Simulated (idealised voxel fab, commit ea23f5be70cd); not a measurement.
Process module in this document: voxel transistor to metal
FYI the section here is cut, 205 nm wide, cells are 5 nm squares.
Cross-section format: a grid of square cells, given as bands from top to bottom; each band is one or more rows of cells. Read a band's entry like this: the first values are the height of its top and the height of its bottom in nm, and what follows is the sequence of materials from left to right, each with its width in nm. Note that "blank" is empty space, and that a single material marked "throughout" reaches across the band from edge to edge. Measure heights from 0. That's the level where, below it, the as-received wafer is all one material. The lowest band is bottomless and extends downward; write it as in "z 0 and below". Width: "30..40" (first number = top row, second number = bottom row, same change from row to row of cells). No cell of the cross-section changed in a step that is given as "remains unaltered". The list in "Sealed voids" covers empty spaces of 8 cells or more that cannot reach the top through any open way, and it gives each as width x height at distance; the distance is from the left edge, and width, height and distance are in nm. It should be noted that, on the line of a given step, the content following the step's settings is a remark produced by the simulator itself with respect to that step. Among the settings permitted on a step's line is "overlay nm"; applied to a step with a mask, it specifies the extent to which the mask lay to the right of its planned position, whereas a negative figure signifies a position to the left. Structure of the following material. The material consists of pairs of cross-sections. Each pair comprises the cross-section before one process step and the cross-section after that step, the latter shown only down to the lowest band that changed. The step between the cross-sections is specified beneath each pair, including its settings. Pairs are not necessarily consecutive: they may derive from different runs of this module performed on the same starting wafer. Continuity with the pair above is to be assumed only where the entry headed "Pre-step geometry" of the pair in question states it.
PRE-STEP GEOMETRY
* z 0 and below: Si throughout
* Sealed voids: none
SECTIONAL VIEW, POST-PROCESS
* z 5 to 0: SiO2 throughout
* For the remainder of the cross-section, below 0, there is no change.
* Sealed voids: none
What was done to get from the before section above to the after section? op CONFORMAL_DEP | material SiO2 | thk nm 5
Pre-step geometry: identical to the post-step cross-section of the immediately preceding pair.
SECTIONAL VIEW, POST-PROCESS
* z 15 to 5: SiN throughout
* For the remainder of the cross-section, below 5, there is no change.
* Sealed voids: none
What was done to get from the before section above to the after section? op CONFORMAL_DEP | material SiN | thk nm 10
Pre-step geometry: identical to the post-step cross-section of the immediately preceding pair.
SECTIONAL VIEW, POST-PROCESS
* z 30 to 15: aC throughout
* For the remainder of the cross-section, below 15, there is no change.
* Sealed voids: none
What was done to get from the before section above to the after section? op DIRECTIONAL_DEP | material aC | thk nm 15
Pre-step geometry: identical to the post-step cross-section of the immediately preceding pair.
SECTIONAL VIEW, POST-PROCESS
* z 65 to 30: blank 45 nm; resist 110 nm; blank 50 nm
* For the remainder of the cross-section, below 30, there is no change.
* Sealed voids: none
What was done to get from the before section above to the after section? op PATTERN | tone cover | mask id ACTIVE | material resist | width nm 110 | thk nm 35 | overlay nm 0
Pre-step geometry: identical to the post-step cross-section of the immediately preceding pair.
SECTIONAL VIEW, POST-PROCESS
* z 50 to 30: blank 45 nm; resist 110 nm; blank 50 nm
* z 30 to 15: blank 45 nm; aC 110 nm; blank 50 nm
* For the remainder of the cross-section, below 15, there is no change.
* Sealed voids: none
What was done to get from the before section above to the after section? op DIRECTIONAL_ETCH | etch materials aC | depth nm 15
Pre-step geometry: identical to the post-step cross-section of the immediately preceding pair.
SECTIONAL VIEW, POST-PROCESS
* z 30 to 15: blank 45 nm; aC 110 nm; blank 50 nm
* For the remainder of the cross-section, below 15, there is no change.
* Sealed voids: none
What was done to get from the before section above to the after section? op STRIP | etch materials resist
Pre-step geometry: identical to the post-step cross-section of the immediately preceding pair.
SECTIONAL VIEW, POST-PROCESS
* z 30 to 15: blank 45 nm; aC 110 nm; blank 50 nm
* z 15 to 5: blank 45 nm; SiN 110 nm; blank 50 nm
* For the remainder of the cross-section, below 5, there is no change.
* Sealed voids: none
What was done to get from the before section above to the after section? op DIRECTIONAL_ETCH | etch materials SiN | depth nm 10
Pre-step geometry: identical to the post-step cross-section of the immediately preceding pair.
SECTIONAL VIEW, POST-PROCESS
* z 30 to 15: blank 45 nm; aC 110 nm; blank 50 nm
* z 15 to 5: blank 45 nm; SiN 110 nm; blank 50 nm
* z 5 to 0: blank 45 nm; SiO2 110 nm; blank 50 nm
* For the remainder of the cross-section, below 0, there is no change.
* Sealed voids: none
What was done to get from the before section above to the after section? op DIRECTIONAL_ETCH | etch materials SiO2 | depth nm 5
Pre-step geometry: identical to the post-step cross-section of the immediately preceding pair.
SECTIONAL VIEW, POST-PROCESS
* z 30 to 15: blank 45 nm; aC 110 nm; blank 50 nm
* z 15 to 5: blank 45 nm; SiN 110 nm; blank 50 nm
* z 5 to 0: blank 45 nm; SiO2 110 nm; blank 50 nm
* z 0 to -35: blank 45 nm; Si 110 nm; blank 50 nm
* For the remainder of the cross-section, below -35, there is no change.
* Sealed voids: none
What was done to get from the before section above to the after section? op DIRECTIONAL_ETCH | etch materials Si | depth nm 35
Pre-step geometry: identical to the post-step cross-section of the immediately preceding pair.
SECTIONAL VIEW, POST-PROCESS
* z 15 to 5: blank 45 nm; SiN 110 nm; blank 50 nm
* For the remainder of the cross-section, below 5, there is no change.
* Sealed voids: none
What was done to get from the before section above to the after section? op STRIP | etch materials aC
Pre-step geometry: identical to the post-step cross-section of the immediately preceding pair.
SECTIONAL VIEW, POST-PROCESS
* z 15 to 5: blank 45 nm; SiN 110 nm; blank 50 nm
* z 5 to 0: blank 45 nm; SiO2 110 nm; blank 50 nm
* z 0 to -35: blank 45 nm; SiO2 5 nm; Si 100 nm; SiO2 5 nm; blank 50 nm
* z -35 to -40: SiO2 50 nm; Si 100 nm; SiO2 55 nm
* For the remainder of the cross-section, below -40, there is no change.
* Sealed voids: none
What was done to get from the before section above to the after section? op OXIDIZE | depth nm 5
Pre-step geometry: identical to the post-step cross-section of the immediately preceding pair.
SECTIONAL VIEW, POST-PROCESS
* z 25 to 15: SiO2 throughout
* z 15 to 5: SiO2 45 nm; SiN 110 nm; SiO2 50 nm
* z 5 to 0: SiO2 throughout
* z 0 to -40: SiO2 50 nm; Si 100 nm; SiO2 55 nm
* For the remainder of the cross-section, below -40, there is no change.
* Sealed voids: none
What was done to get from the before section above to the after section? op FILL_DEP | material SiO2 | thk nm 10
Pre-step geometry: identical to the post-step cross-section of the immediately preceding pair.
SECTIONAL VIEW, POST-PROCESS
* z 15 to 5: SiO2 45 nm; SiN 110 nm; SiO2 50 nm
* For the remainder of the cross-section, below 5, there is no change.
* Sealed voids: none
What was done to get from the before section above to the after section? op CMP | height nm 15
Pre-step geometry: identical to the post-step cross-section of the immediately preceding pair.
SECTIONAL VIEW, POST-PROCESS
* z 15 to 5: blank 45 nm; SiN 110 nm; blank 50 nm
* For the remainder of the cross-section, below 5, there is no change.
* Sealed voids: none
What was done to get from the before section above to the after section? op SELECTIVE_ETCH | etch materials SiO2 | depth nm 10
Pre-step geometry: identical to the post-step cross-section of the immediately preceding pair.
SECTIONAL VIEW, POST-PROCESS
* z 5 to 0: SiO2 throughout
* For the remainder of the cross-section, below 0, there is no change.
* Sealed voids: none
What was done to get from the before section above to the after section? op STRIP | etch materials SiN
Pre-step geometry: identical to the post-step cross-section of the immediately preceding pair.
SECTIONAL VIEW, POST-PROCESS
* z 0 to -40: SiO2 50 nm; Si 100 nm; SiO2 55 nm
* For the remainder of the cross-section, below -40, there is no change.
* Sealed voids: none
What was done to get from the before section above to the after section? op SELECTIVE_ETCH | etch materials SiO2 | depth nm 5
Pre-step geometry: identical to the post-step cross-section of the immediately preceding pair.
SECTIONAL VIEW, POST-PROCESS
* z 0 to -5: SiO2 throughout
* For the remainder of the cross-section, below -5, there is no change.
* Sealed voids: none
What was done to get from the before section above to the after section? op OXIDIZE | depth nm 5
Pre-step geometry: identical to the post-step cross-section of the immediately preceding pair.
SECTIONAL VIEW, POST-PROCESS
* z 25 to 0: polySi throughout
* For the remainder of the cross-section, below 0, there is no change.
* Sealed voids: none
What was done to get from the before section above to the after section? op DIRECTIONAL_DEP | material polySi | thk nm 25
Pre-step geometry: identical to the post-step cross-section of the immediately preceding pair.
SECTIONAL VIEW, POST-PROCESS
* z 35 to 25: SiCN throughout
* For the remainder of the cross-section, below 25, there is no change.
* Sealed voids: none
What was done to get from the before section above to the after section? op DIRECTIONAL_DEP | material SiCN | thk nm 10
Pre-step geometry: identical to the post-step cross-section of the immediately preceding pair.
SECTIONAL VIEW, POST-PROCESS
* z 45 to 35: aC throughout
* For the remainder of the cross-section, below 35, there is no change.
* Sealed voids: none
What was done to get from the before section above to the after section? op DIRECTIONAL_DEP | material aC | thk nm 10
Pre-step geometry: identical to the post-step cross-section of the immediately preceding pair.
SECTIONAL VIEW, POST-PROCESS
* z 70 to 45: blank 90 nm; resist 20 nm; blank 95 nm
* For the remainder of the cross-section, below 45, there is no change.
* Sealed voids: none
What was done to get from the before section above to the after section? op PATTERN | tone cover | mask id GATE | material resist | width nm 20 | thk nm 25 | overlay nm 0
Pre-step geometry: identical to the post-step cross-section of the immediately preceding pair.
SECTIONAL VIEW, POST-PROCESS
* z 60 to 45: blank 90 nm; resist 20 nm; blank 95 nm
* z 45 to 35: blank 90 nm; aC 20 nm; blank 95 nm
* For the remainder of the cross-section, below 35, there is no change.
* Sealed voids: none
What was done to get from the before section above to the after section? op DIRECTIONAL_ETCH | etch materials aC | depth nm 10
Pre-step geometry: identical to the post-step cross-section of the immediately preceding pair.
SECTIONAL VIEW, POST-PROCESS
* z 45 to 35: blank 90 nm; aC 20 nm; blank 95 nm
* For the remainder of the cross-section, below 35, there is no change.
* Sealed voids: none
What was done to get from the before section above to the after section? op STRIP | etch materials resist
Pre-step geometry: identical to the post-step cross-section of the immediately preceding pair.
SECTIONAL VIEW, POST-PROCESS
* z 45 to 35: blank 90 nm; aC 20 nm; blank 95 nm
* z 35 to 25: blank 90 nm; SiCN 20 nm; blank 95 nm
* For the remainder of the cross-section, below 25, there is no change.
* Sealed voids: none
What was done to get from the before section above to the after section? op DIRECTIONAL_ETCH | etch materials SiCN | depth nm 20
Pre-step geometry: identical to the post-step cross-section of the immediately preceding pair.
SECTIONAL VIEW, POST-PROCESS
* z 45 to 35: blank 90 nm; aC 20 nm; blank 95 nm
* z 35 to 25: blank 90 nm; SiCN 20 nm; blank 95 nm
* z 25 to 0: blank 90 nm; polySi 20 nm; blank 95 nm
* For the remainder of the cross-section, below 0, there is no change.
* Sealed voids: none
What was done to get from the before section above to the after section? op DIRECTIONAL_ETCH | etch materials polySi | depth nm 35
Pre-step geometry: identical to the post-step cross-section of the immediately preceding pair.
SECTIONAL VIEW, POST-PROCESS
* z 35 to 25: blank 90 nm; SiCN 20 nm; blank 95 nm
* For the remainder of the cross-section, below 25, there is no change.
* Sealed voids: none
What was done to get from the before section above to the after section? op STRIP | etch materials aC
Pre-step geometry: identical to the post-step cross-section of the immediately preceding pair.
SECTIONAL VIEW, POST-PROCESS
* z 40 to 35: blank 85 nm; SiO2 30 nm; blank 90 nm
* z 35 to 25: blank 85 nm; SiO2 5 nm; SiCN 20 nm; SiO2 5 nm; blank 90 nm
* z 25 to 5: blank 85 nm; SiO2 5 nm; polySi 20 nm; SiO2 5 nm; blank 90 nm
* z 5 to 0: SiO2 90 nm; polySi 20 nm; SiO2 95 nm
* For the remainder of the cross-section, below 0, there is no change.
* Sealed voids: none
What was done to get from the before section above to the after section? op CONFORMAL_DEP | material SiO2 | thk nm 5
Pre-step geometry: identical to the post-step cross-section of the immediately preceding pair.
SECTIONAL VIEW, POST-PROCESS
* z 35 to 25: blank 85 nm; SiO2 5 nm; SiCN 20 nm; SiO2 5 nm; blank 90 nm
* z 25 to 0: blank 85 nm; SiO2 5 nm; polySi 20 nm; SiO2 5 nm; blank 90 nm
* For the remainder of the cross-section, below 0, there is no change.
* Sealed voids: none
What was done to get from the before section above to the after section? op DIRECTIONAL_ETCH | etch materials SiO2 | depth nm 5
Pre-step geometry: identical to the post-step cross-section of the immediately preceding pair.
SECTIONAL VIEW, POST-PROCESS
* z 45 to 35: blank 75 nm; SiN 50 nm; blank 80 nm
* z 35 to 25: blank 75 nm; SiN 10 nm; SiO2 5 nm; SiCN 20 nm; SiO2 5 nm; SiN 10 nm; blank 80 nm
* z 25 to 10: blank 75 nm; SiN 10 nm; SiO2 5 nm; polySi 20 nm; SiO2 5 nm; SiN 10 nm; blank 80 nm
* z 10 to 0: SiN 85 nm; SiO2 5 nm; polySi 20 nm; SiO2 5 nm; SiN 90 nm
* For the remainder of the cross-section, below 0, there is no change.
* Sealed voids: none
What was done to get from the before section above to the after section? op CONFORMAL_DEP | material SiN | thk nm 10
Pre-step geometry: identical to the post-step cross-section of the immediately preceding pair.
SECTIONAL VIEW, POST-PROCESS
* z 35 to 25: blank 75 nm; SiN 10 nm; SiO2 5 nm; SiCN 20 nm; SiO2 5 nm; SiN 10 nm; blank 80 nm
* z 25 to 0: blank 75 nm; SiN 10 nm; SiO2 5 nm; polySi 20 nm; SiO2 5 nm; SiN 10 nm; blank 80 nm
* For the remainder of the cross-section, below 0, there is no change.
* Sealed voids: none
What was done to get from the before section above to the after section? op DIRECTIONAL_ETCH | etch materials SiN | depth nm 10
Pre-step geometry: identical to the post-step cross-section of the immediately preceding pair.
SECTIONAL VIEW, POST-PROCESS
* z 35 to 30: blank 75 nm; SiN 10 nm; blank 5 nm; SiCN 20 nm; blank 5 nm; SiN 10 nm; blank 80 nm
* z 30 to 25: blank 75 nm; SiN 10 nm; SiO2 5 nm; SiCN 20 nm; SiO2 5 nm; SiN 10 nm; blank 80 nm
* z 25 to 0: blank 75 nm; SiN 10 nm; SiO2 5 nm; polySi 20 nm; SiO2 5 nm; SiN 10 nm; blank 80 nm
* z 0 to -5: blank 75 nm; SiO2 50 nm; blank 80 nm
* For the remainder of the cross-section, below -5, there is no change.
* Sealed voids: none
What was done to get from the before section above to the after section? op DIRECTIONAL_ETCH | etch materials SiO2 | depth nm 5
Pre-step geometry: identical to the post-step cross-section of the immediately preceding pair.
SECTIONAL VIEW, POST-PROCESS
* z 35 to 30: blank 75 nm; SiN 10 nm; blank 5 nm; SiCN 20 nm; blank 5 nm; SiN 10 nm; blank 80 nm
* z 30 to 25: blank 75 nm; SiN 10 nm; SiO2 5 nm; SiCN 20 nm; SiO2 5 nm; SiN 10 nm; blank 80 nm
* z 25 to 0: blank 75 nm; SiN 10 nm; SiO2 5 nm; polySi 20 nm; SiO2 5 nm; SiN 10 nm; blank 80 nm
* z 0 to -5: blank 45 nm; pSi 30 nm; SiO2 50 nm; pSi 30 nm; blank 50 nm
* For the remainder of the cross-section, below -5, there is no change.
* Sealed voids: none
What was done to get from the before section above to the after section? op EPI | material pSi | thk nm 5
Pre-step geometry: identical to the post-step cross-section of the immediately preceding pair.
SECTIONAL VIEW, POST-PROCESS
* z 45 to 35: SiO2 throughout
* z 35 to 25: SiO2 75 nm; SiN 10 nm; SiO2 5 nm; SiCN 20 nm; SiO2 5 nm; SiN 10 nm; SiO2 80 nm
* z 25 to 0: SiO2 75 nm; SiN 10 nm; SiO2 5 nm; polySi 20 nm; SiO2 5 nm; SiN 10 nm; SiO2 80 nm
* z 0 to -5: SiO2 45 nm; pSi 30 nm; SiO2 50 nm; pSi 30 nm; SiO2 50 nm
* For the remainder of the cross-section, below -5, there is no change.
* Sealed voids: none
What was done to get from the before section above to the after section? op FILL_DEP | material SiO2 | thk nm 10
Pre-step geometry: identical to the post-step cross-section of the immediately preceding pair.
SECTIONAL VIEW, POST-PROCESS
* z 35 to 25: SiO2 75 nm; SiN 10 nm; SiO2 5 nm; SiCN 20 nm; SiO2 5 nm; SiN 10 nm; SiO2 80 nm
* For the remainder of the cross-section, below 25, there is no change.
* Sealed voids: none
What was done to get from the before section above to the after section? op CMP | height nm 35
Pre-step geometry: identical to the post-step cross-section of the immediately preceding pair.
SECTIONAL VIEW, POST-PROCESS
* z 50 to 35: SiO2 throughout
* For the remainder of the cross-section, below 35, there is no change.
* Sealed voids: none
What was done to get from the before section above to the after section? op DIRECTIONAL_DEP | material SiO2 | thk nm 15
Pre-step geometry: identical to the post-step cross-section of the immediately preceding pair.
SECTIONAL VIEW, POST-PROCESS
* z 50 to 35: SiO2 55 nm; blank 30 nm; SiO2 30 nm; blank 30 nm; SiO2 60 nm
* z 35 to 25: SiO2 55 nm; blank 20 nm; SiN 10 nm; SiO2 5 nm; SiCN 20 nm; SiO2 5 nm; SiN 10 nm; blank 20 nm; SiO2 60 nm
* z 25 to 0: SiO2 55 nm; blank 20 nm; SiN 10 nm; SiO2 5 nm; polySi 20 nm; SiO2 5 nm; SiN 10 nm; blank 20 nm; SiO2 60 nm
* For the remainder of the cross-section, below 0, there is no change.
* Sealed voids: none
What was done to get from the before section above to the after section? op MASKED_ETCH | tone open | mask id CONTACT | width nm 30 | pitch nm 60 | etch materials SiO2 | depth nm 50 | overlay nm 0
Pre-step geometry: identical to the post-step cross-section of the immediately preceding pair.
SECTIONAL VIEW, POST-PROCESS
* z 55 to 50: TiN 60 nm; blank 20 nm; TiN 40 nm; blank 20 nm; TiN 65 nm
* z 50 to 40: SiO2 55 nm; TiN 5 nm; blank 20 nm; TiN 5 nm; SiO2 30 nm; TiN 5 nm; blank 20 nm; TiN 5 nm; SiO2 60 nm
* z 40 to 35: SiO2 55 nm; TiN 5 nm; blank 10 nm; TiN 15 nm; SiO2 30 nm; TiN 15 nm; blank 10 nm; TiN 5 nm; SiO2 60 nm
* z 35 to 25: SiO2 55 nm; TiN 5 nm; blank 10 nm; TiN 5 nm; SiN 10 nm; SiO2 5 nm; SiCN 20 nm; SiO2 5 nm; SiN 10 nm; TiN 5 nm; blank 10 nm; TiN 5 nm; SiO2 60 nm
* z 25 to 5: SiO2 55 nm; TiN 5 nm; blank 10 nm; TiN 5 nm; SiN 10 nm; SiO2 5 nm; polySi 20 nm; SiO2 5 nm; SiN 10 nm; TiN 5 nm; blank 10 nm; TiN 5 nm; SiO2 60 nm
* z 5 to 0: SiO2 55 nm; TiN 20 nm; SiN 10 nm; SiO2 5 nm; polySi 20 nm; SiO2 5 nm; SiN 10 nm; TiN 20 nm; SiO2 60 nm
* For the remainder of the cross-section, below 0, there is no change.
* Sealed voids: none
What was done to get from the before section above to the after section? op CONFORMAL_DEP | material TiN | thk nm 5
Pre-step geometry: identical to the post-step cross-section of the immediately preceding pair.
SECTIONAL VIEW, POST-PROCESS
* z 60 to 55: Ru throughout
* z 55 to 50: TiN 60 nm; Ru 20 nm; TiN 40 nm; Ru 20 nm; TiN 65 nm
* z 50 to 40: SiO2 55 nm; TiN 5 nm; Ru 20 nm; TiN 5 nm; SiO2 30 nm; TiN 5 nm; Ru 20 nm; TiN 5 nm; SiO2 60 nm
* z 40 to 35: SiO2 55 nm; TiN 5 nm; Ru 10 nm; TiN 15 nm; SiO2 30 nm; TiN 15 nm; Ru 10 nm; TiN 5 nm; SiO2 60 nm
* z 35 to 25: SiO2 55 nm; TiN 5 nm; Ru 10 nm; TiN 5 nm; SiN 10 nm; SiO2 5 nm; SiCN 20 nm; SiO2 5 nm; SiN 10 nm; TiN 5 nm; Ru 10 nm; TiN 5 nm; SiO2 60 nm
* z 25 to 5: SiO2 55 nm; TiN 5 nm; Ru 10 nm; TiN 5 nm; SiN 10 nm; SiO2 5 nm; polySi 20 nm; SiO2 5 nm; SiN 10 nm; TiN 5 nm; Ru 10 nm; TiN 5 nm; SiO2 60 nm
* For the remainder of the cross-section, below 5, there is no change.
* Sealed voids: none
What was done to get from the before section above to the after section? op FILL_DEP | material Ru | thk nm 5
Pre-step geometry: identical to the post-step cross-section of the immediately preceding pair.
SECTIONAL VIEW, POST-PROCESS
* z 50 to 40: SiO2 55 nm; TiN 5 nm; Ru 20 nm; TiN 5 nm; SiO2 30 nm; TiN 5 nm; Ru 20 nm; TiN 5 nm; SiO2 60 nm
* For the remainder of the cross-section, below 40, there is no change.
* Sealed voids: none
What was done to get from the before section above to the after section? op CMP | height nm 50
Pre-step geometry: identical to the post-step cross-section of the immediately preceding pair.
SECTIONAL VIEW, POST-PROCESS
* z 55 to 50: SiCN throughout
* For the remainder of the cross-section, below 50, there is no change.
* Sealed voids: none
What was done to get from the before section above to the after section? op CONFORMAL_DEP | material SiCN | thk nm 5
Pre-step geometry: identical to the post-step cross-section of the immediately preceding pair.
SECTIONAL VIEW, POST-PROCESS
* z 70 to 55: SiO2 throughout
* For the remainder of the cross-section, below 55, there is no change.
* Sealed voids: none
What was done to get from the before section above to the after section? op DIRECTIONAL_DEP | material SiO2 | thk nm 15
Pre-step geometry: identical to the post-step cross-section of the immediately preceding pair.
SECTIONAL VIEW, POST-PROCESS
* z 70 to 55: SiO2 55 nm; blank 15 nm; SiO2 60 nm; blank 15 nm; SiO2 60 nm
* For the remainder of the cross-section, below 55, there is no change.
* Sealed voids: none
What was done to get from the before section above to the after section? op MASKED_ETCH | tone open | mask id METAL_1 | width nm 15 | pitch nm 75 | etch materials SiO2 | depth nm 15 | overlay nm 0
Pre-step geometry: identical to the post-step cross-section of the immediately preceding pair.
SECTIONAL VIEW, POST-PROCESS
* z 70 to 55: SiO2 55 nm; blank 15 nm; SiO2 60 nm; blank 15 nm; SiO2 60 nm
* z 55 to 50: SiCN 55 nm; blank 15 nm; SiCN 60 nm; blank 15 nm; SiCN 60 nm
* For the remainder of the cross-section, below 50, there is no change.
* Sealed voids: none
What was done to get from the before section above to the after section? op MASKED_ETCH | tone open | mask id METAL_1 | width nm 15 | pitch nm 75 | etch materials SiCN | depth nm 5 | overlay nm 0
Pre-step geometry: identical to the post-step cross-section of the immediately preceding pair.
SECTIONAL VIEW, POST-PROCESS
* z 75 to 70: TiN 60 nm; blank 5 nm; TiN 70 nm; blank 5 nm; TiN 65 nm
* z 70 to 55: SiO2 55 nm; TiN 5 nm; blank 5 nm; TiN 5 nm; SiO2 60 nm; TiN 5 nm; blank 5 nm; TiN 5 nm; SiO2 60 nm
* z 55 to 50: SiCN 55 nm; TiN 15 nm; SiCN 60 nm; TiN 15 nm; SiCN 60 nm
* For the remainder of the cross-section, below 50, there is no change.
* Sealed voids: none
What was done to get from the before section above to the after section? op CONFORMAL_DEP | material TiN | thk nm 5
Pre-step geometry: identical to the post-step cross-section of the immediately preceding pair.
SECTIONAL VIEW, POST-PROCESS
* z 85 to 75: Ru throughout
* z 75 to 70: TiN 60 nm; Ru 5 nm; TiN 70 nm; Ru 5 nm; TiN 65 nm
* z 70 to 55: SiO2 55 nm; TiN 5 nm; Ru 5 nm; TiN 5 nm; SiO2 60 nm; TiN 5 nm; Ru 5 nm; TiN 5 nm; SiO2 60 nm
* For the remainder of the cross-section, below 55, there is no change.
* Sealed voids: none
What was done to get from the before section above to the after section? op FILL_DEP | material Ru | thk nm 10
Pre-step geometry: identical to the post-step cross-section of the immediately preceding pair.
SECTIONAL VIEW, POST-PROCESS
* z 70 to 55: SiO2 55 nm; TiN 5 nm; Ru 5 nm; TiN 5 nm; SiO2 60 nm; TiN 5 nm; Ru 5 nm; TiN 5 nm; SiO2 60 nm
* For the remainder of the cross-section, below 55, there is no change.
* Sealed voids: none
What was done to get from the before section above to the after section? op CMP | height nm 70
Pre-step geometry: identical to the post-step cross-section of the immediately preceding pair.
SECTIONAL VIEW, POST-PROCESS
* z 75 to 70: SiCN throughout
* For the remainder of the cross-section, below 70, there is no change.
* Sealed voids: none
What was done to get from the before section above to the after section? op CONFORMAL_DEP | material SiCN | thk nm 5
Pre-step geometry: identical to the post-step cross-section of the immediately preceding pair.
SECTIONAL VIEW, POST-PROCESS
* z 105 to 75: SiO2 throughout
* For the remainder of the cross-section, below 75, there is no change.
* Sealed voids: none
What was done to get from the before section above to the after section? op DIRECTIONAL_DEP | material SiO2 | thk nm 30
Pre-step geometry: identical to the post-step cross-section of the immediately preceding pair.
SECTIONAL VIEW, POST-PROCESS
* z 120 to 105: resist 55 nm; blank 15 nm; resist 60 nm; blank 15 nm; resist 60 nm
* For the remainder of the cross-section, below 105, there is no change.
* Sealed voids: none
What was done to get from the before section above to the after section? op PATTERN | tone open | mask id METAL_2 | material resist | width nm 15 | pitch nm 75 | thk nm 15 | overlay nm 0
Pre-step geometry: identical to the post-step cross-section of the immediately preceding pair.
SECTIONAL VIEW, POST-PROCESS
* z 120 to 105: resist 55 nm; blank 15 nm; resist 60 nm; blank 15 nm; resist 60 nm
* z 105 to 85: SiO2 55 nm; blank 15 nm; SiO2 60 nm; blank 15 nm; SiO2 60 nm
* For the remainder of the cross-section, below 85, there is no change.
* Sealed voids: none
What was done to get from the before section above to the after section? op DIRECTIONAL_ETCH | etch materials SiO2 | depth nm 20
Pre-step geometry: identical to the post-step cross-section of the immediately preceding pair.
SECTIONAL VIEW, POST-PROCESS
* z 105 to 85: SiO2 55 nm; blank 15 nm; SiO2 60 nm; blank 15 nm; SiO2 60 nm
* For the remainder of the cross-section, below 85, there is no change.
* Sealed voids: none
What was done to get from the before section above to the after section? op STRIP | etch materials resist
Pre-step geometry: identical to the post-step cross-section of the immediately preceding pair.
SECTIONAL VIEW, POST-PROCESS
* z 105 to 75: SiO2 55 nm; blank 15 nm; SiO2 60 nm; blank 15 nm; SiO2 60 nm
* For the remainder of the cross-section, below 75, there is no change.
* Sealed voids: none
What was done to get from the before section above to the after section? op MASKED_ETCH | tone open | mask id METAL_2_HOLES | width nm 15 | pitch nm 75 | etch materials SiO2 | depth nm 10 | overlay nm 0
Pre-step geometry: identical to the post-step cross-section of the immediately preceding pair.
SECTIONAL VIEW, POST-PROCESS
* z 105 to 75: SiO2 55 nm; blank 15 nm; SiO2 60 nm; blank 15 nm; SiO2 60 nm
* z 75 to 70: SiCN 55 nm; blank 15 nm; SiCN 60 nm; blank 15 nm; SiCN 60 nm
* For the remainder of the cross-section, below 70, there is no change.
* Sealed voids: none
What was done to get from the before section above to the after section? op MASKED_ETCH | tone open | mask id METAL_2_HOLES | width nm 15 | pitch nm 75 | etch materials SiCN | depth nm 5 | overlay nm 0
Pre-step geometry: identical to the post-step cross-section of the immediately preceding pair.
SECTIONAL VIEW, POST-PROCESS
* z 110 to 105: TiN 60 nm; blank 5 nm; TiN 70 nm; blank 5 nm; TiN 65 nm
* z 105 to 75: SiO2 55 nm; TiN 5 nm; blank 5 nm; TiN 5 nm; SiO2 60 nm; TiN 5 nm; blank 5 nm; TiN 5 nm; SiO2 60 nm
* z 75 to 70: SiCN 55 nm; TiN 15 nm; SiCN 60 nm; TiN 15 nm; SiCN 60 nm
* For the remainder of the cross-section, below 70, there is no change.
* Sealed voids: none
What was done to get from the before section above to the after section? op CONFORMAL_DEP | material TiN | thk nm 5
Pre-step geometry: identical to the post-step cross-section of the immediately preceding pair.
SECTIONAL VIEW, POST-PROCESS
* z 120 to 110: Ru throughout
* z 110 to 105: TiN 60 nm; Ru 5 nm; TiN 70 nm; Ru 5 nm; TiN 65 nm
* z 105 to 75: SiO2 55 nm; TiN 5 nm; Ru 5 nm; TiN 5 nm; SiO2 60 nm; TiN 5 nm; Ru 5 nm; TiN 5 nm; SiO2 60 nm
* For the remainder of the cross-section, below 75, there is no change.
* Sealed voids: none
What was done to get from the before section above to the after section? op FILL_DEP | material Ru | thk nm 10
Pre-step geometry: identical to the post-step cross-section of the immediately preceding pair.
SECTIONAL VIEW, POST-PROCESS
* z 105 to 75: SiO2 55 nm; TiN 5 nm; Ru 5 nm; TiN 5 nm; SiO2 60 nm; TiN 5 nm; Ru 5 nm; TiN 5 nm; SiO2 60 nm
* For the remainder of the cross-section, below 75, there is no change.
* Sealed voids: none
What was done to get from the before section above to the after section? op CMP | height nm 105
Pre-step geometry: identical to the post-step cross-section of the immediately preceding pair.
SECTIONAL VIEW, POST-PROCESS
* z 110 to 105: SiCN throughout
* For the remainder of the cross-section, below 105, there is no change.
* Sealed voids: none
What was done to get from the before section above to the after section? op CONFORMAL_DEP | material SiCN | thk nm 5
PRE-STEP GEOMETRY
* z 55 to 50: SiCN throughout
* z 50 to 40: SiO2 55 nm; TiN 5 nm; Ru 20 nm; TiN 5 nm; SiO2 30 nm; TiN 5 nm; Ru 20 nm; TiN 5 nm; SiO2 60 nm
* z 40 to 35: SiO2 55 nm; TiN 5 nm; Ru 10 nm; TiN 15 nm; SiO2 30 nm; TiN 15 nm; Ru 10 nm; TiN 5 nm; SiO2 60 nm
* z 35 to 25: SiO2 55 nm; TiN 5 nm; Ru 10 nm; TiN 5 nm; SiN 10 nm; SiO2 5 nm; SiCN 20 nm; SiO2 5 nm; SiN 10 nm; TiN 5 nm; Ru 10 nm; TiN 5 nm; SiO2 60 nm
* z 25 to 5: SiO2 55 nm; TiN 5 nm; Ru 10 nm; TiN 5 nm; SiN 10 nm; SiO2 5 nm; polySi 20 nm; SiO2 5 nm; SiN 10 nm; TiN 5 nm; Ru 10 nm; TiN 5 nm; SiO2 60 nm
* z 5 to 0: SiO2 55 nm; TiN 20 nm; SiN 10 nm; SiO2 5 nm; polySi 20 nm; SiO2 5 nm; SiN 10 nm; TiN 20 nm; SiO2 60 nm
* z 0 to -5: SiO2 45 nm; pSi 30 nm; SiO2 50 nm; pSi 30 nm; SiO2 50 nm
* z -5 to -40: SiO2 50 nm; Si 100 nm; SiO2 55 nm
* z -40 and below: Si throughout
* Sealed voids: none
SECTIONAL VIEW, POST-PROCESS
* z 55 to 50: SiCN 55 nm; blank 15 nm; SiCN 60 nm; blank 15 nm; SiCN 60 nm
* For the remainder of the cross-section, below 50, there is no change.
* Sealed voids: none
What was done to get from the before section above to the after section? op MASKED_ETCH | tone open | mask id METAL_1 | width nm 15 | pitch nm 75 | etch materials SiCN | depth nm 5 | overlay nm 0
Pre-step geometry: identical to the post-step cross-section of the immediately preceding pair.
SECTIONAL VIEW, POST-PROCESS
* z 60 to 55: TiN 60 nm; blank 5 nm; TiN 70 nm; blank 5 nm; TiN 65 nm
* z 55 to 50: SiCN 55 nm; TiN 15 nm; SiCN 60 nm; TiN 15 nm; SiCN 60 nm
* For the remainder of the cross-section, below 50, there is no change.
* Sealed voids: none
What was done to get from the before section above to the after section? op CONFORMAL_DEP | material TiN | thk nm 5
Pre-step geometry: identical to the post-step cross-section of the immediately preceding pair.
SECTIONAL VIEW, POST-PROCESS
* z 70 to 60: Ru throughout
* z 60 to 55: TiN 60 nm; Ru 5 nm; TiN 70 nm; Ru 5 nm; TiN 65 nm
* For the remainder of the cross-section, below 55, there is no change.
* Sealed voids: none
What was done to get from the before section above to the after section? op FILL_DEP | material Ru | thk nm 10
